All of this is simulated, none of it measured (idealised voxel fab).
process module | voxel capacitor over wiring
cross-section cut | 245 nm wide | cells 5 nm
A cross-section is a grid of square cells, given in bands from the top down. A band is one or more rows of cells.
Each band's line starts with the height of the band's top and of its bottom, in nm. Then come its materials from left to right, each with its width in nm. One material with "throughout" fills the band from edge to edge. "air" is empty space.
Height 0 is the level under which the wafer as received is all one material. The lowest band goes on downwards, as in "0 down".
A width such as "30 to 40" changes by the same amount from each row of cells to the next, from the band's top row to its bottom row.
"no change" after a step means that no cell of the cross-section changed.
closed voids: empty space of 8 cells or more with no open way to the top, each as width x height at its distance from the left edge, in nm
after a step's settings: what the simulator itself notes on the step
overlay nm, on a step with a mask: how far to the right of its planned place the mask lay; to the left if negative
plan
1 op RECEIVE | material Si
2 op CONFORMAL_DEP | material SiO2 | thk nm 15
3 op DIRECTIONAL_DEP | material TiN | thk nm 5
4 op DIRECTIONAL_DEP | material W | thk nm 25
5 op DIRECTIONAL_DEP | material aC | thk nm 10
6 op PATTERN | tone cover | mask id METAL_1 | material resist | width nm 25 | pitch nm 80 | thk nm 30 | overlay nm -15
7 op DIRECTIONAL_ETCH | etch materials aC | depth nm 10
8 op STRIP | etch materials resist
9 op DIRECTIONAL_ETCH | etch materials W | depth nm 25
10 op DIRECTIONAL_ETCH | etch materials TiN | depth nm 5
11 op STRIP | etch materials aC
12 op CONFORMAL_DEP | material SiCN | thk nm 5
13 op FILL_DEP | material lowk | thk nm 10
14 op CMP | height nm 45
15 op CONFORMAL_DEP | material SiCN | thk nm 5
16 op DIRECTIONAL_DEP | material lowk | thk nm 10
17 op DIRECTIONAL_DEP | material aC | thk nm 10
18 op PATTERN | tone open | mask id PLUG_1 | material resist | width nm 15 | thk nm 30 | overlay nm 0
19 op DIRECTIONAL_ETCH | etch materials aC | depth nm 10
20 op STRIP | etch materials resist
21 op DIRECTIONAL_ETCH | etch materials lowk | depth nm 10
22 op DIRECTIONAL_ETCH | etch materials SiCN | depth nm 5
23 op STRIP | etch materials aC
24 op CONFORMAL_DEP | material TiN | thk nm 5
25 op FILL_DEP | material Cu | thk nm 5
26 op CMP | height nm 60
27 op DIRECTIONAL_DEP | material TiN | thk nm 5
28 op DIRECTIONAL_DEP | material SiN | thk nm 5
29 op DIRECTIONAL_DEP | material TiN | thk nm 5
30 op DIRECTIONAL_DEP | material aC | thk nm 10
31 op PATTERN | tone cover | mask id UPPER_PLATE | material resist | width nm 60 | thk nm 30 | overlay nm 0
32 op DIRECTIONAL_ETCH | etch materials aC | depth nm 10
33 op STRIP | etch materials resist
34 op DIRECTIONAL_ETCH | etch materials TiN | depth nm 5
35 op DIRECTIONAL_ETCH | etch materials SiN | depth nm 5
36 op STRIP | etch materials aC
37 op PATTERN | tone cover | mask id LOWER_PLATE | material resist | width nm 70 | thk nm 20 | overlay nm 0
38 op DIRECTIONAL_ETCH | etch materials TiN | depth nm 5
39 op STRIP | etch materials resist
40 op FILL_DEP | material SiO2 | thk nm 20
41 op CMP | height nm 90
42 op MASKED_ETCH | tone open | mask id PLUG_2 | width nm 15 | etch materials SiO2 | depth nm 15 | overlay nm 0
43 op CONFORMAL_DEP | material TiN | thk nm 5
44 op FILL_DEP | material Cu | thk nm 10
45 op CMP | height nm 90
46 op CONFORMAL_DEP | material SiN | thk nm 5
varied across the wafers: overlay nm of step 6. The plan shows the first wafer's value. All wafers start alike
first wafer as received, after step 1
  0 down: Si throughout
  closed voids: none
each wafer at the end: cells of each material gained (+) or lost (-) since it was received, then its closed voids
overlay nm -15 | +4 Cu | +105 SiCN | +61 SiN | +394 SiO2 | +50 TiN | +50 W | +267 lowk | closed voids: none
overlay nm -10 | +4 Cu | +105 SiCN | +61 SiN | +394 SiO2 | +50 TiN | +50 W | +267 lowk | closed voids: none
overlay nm -5 | +4 Cu | +105 SiCN | +61 SiN | +394 SiO2 | +50 TiN | +50 W | +267 lowk | closed voids: none
overlay nm 0 | +4 Cu | +105 SiCN | +61 SiN | +394 SiO2 | +50 TiN | +50 W | +267 lowk | closed voids: none
overlay nm 5 | +4 Cu | +105 SiCN | +61 SiN | +394 SiO2 | +50 TiN | +50 W | +267 lowk | closed voids: none
overlay nm 10 | +4 Cu | +105 SiCN | +61 SiN | +394 SiO2 | +50 TiN | +50 W | +267 lowk | closed voids: none
overlay nm 15 | +4 Cu | +105 SiCN | +61 SiN | +394 SiO2 | +50 TiN | +50 W | +267 lowk | closed voids: none
